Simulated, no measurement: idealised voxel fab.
This is a process module. Its name is voxel air gaps.
Shown is cross-section cut, with a width of 180 nm and square cells of size 5 nm.
Cross-section layout: square cells on a grid; listed as bands, top to bottom; a band spans one or more cell rows. Top, bottom (nm), then materials left to right with widths (nm); lone material tagged "all across" fills the whole band edge to edge; "blank" = empty space. Note: height 0 marks the level under which the wafer is uniformly one material as received. Lowest band unbounded below, written "0..down". The two numbers in a width such as "30 to 40" mark its ends across the band: the first belongs to the top row of cells, the second to the bottom row, and from each row to the next the width moves by the same amount. Take "same as before" at face value: in the step it is given for, the cross-section changed in none of its cells. This entry, "Fully closed voids", enumerates those empty regions of no fewer than 8 cells that possess no open connection to the top. Each region is reported in the form width x height at distance, the distance being taken from the left edge, with all three quantities expressed in nm. The remark found on a step's line after its settings is issued by the simulator itself and pertains to that step. Each step line may optionally specify "overlay nm", which for a step with a mask gives the rightward distance between the mask's planned place and where it lay, a negative value indicating the leftward direction.

### The following list gives the planned process steps
1,RECEIVE: material Si
2,CONFORMAL_DEP: material SiO2, thk nm 10
3,CONFORMAL_DEP: material SiN, thk nm 5
4,DIRECTIONAL_DEP: material SiO2, thk nm 40
5,MASKED_ETCH: tone open, mask id LINES, width nm 25, pitch nm 55, etch materials SiO2, depth nm 40, overlay nm 0
6,CONFORMAL_DEP: material TiN, thk nm 5
7,FILL_DEP: material Ru, thk nm 10
8,CMP: height nm 55
9,EPI: material Ru, thk nm 10
10,SELECTIVE_ETCH: etch materials SiO2, depth nm 50
11,CONFORMAL_DEP: material SiCN, thk nm 5

### Here's what the wafer looked like in cross-section when it arrived - that's after step 1
	0..down: Si all across
	Fully closed voids: none

### This is how the wafer looks in cross-section once the module is done, given the starting state and plan above and one mistake in carrying the plan out
	70..65: 10 blank / 45 SiCN / 10 blank / 45 SiCN / 10 blank / 45 SiCN / 15 blank
	65..55: 10 blank / 5 SiCN / 35 Ru / 5 SiCN / 10 blank / 5 SiCN / 35 Ru / 5 SiCN / 10 blank / 5 SiCN / 35 Ru / 5 SiCN / 15 blank
	55..50: 10 blank / 15 SiCN / 15 Ru / 15 SiCN / 10 blank / 15 SiCN / 15 Ru / 15 SiCN / 10 blank / 15 SiCN / 15 Ru / 15 SiCN / 15 blank
	50..20: 15 blank / 10 SiCN / 15 Ru / 10 SiCN / 20 blank / 10 SiCN / 15 Ru / 10 SiCN / 20 blank / 10 SiCN / 15 Ru / 10 SiCN / 20 blank
	20..15: SiCN all across
	15..10: SiN all across
	10..0: SiO2 all across
	0..down: Si all across
	Fully closed voids: none
Deviation from plan: step 6 ran as: CONFORMAL_DEP: material SiCN, thk nm 5
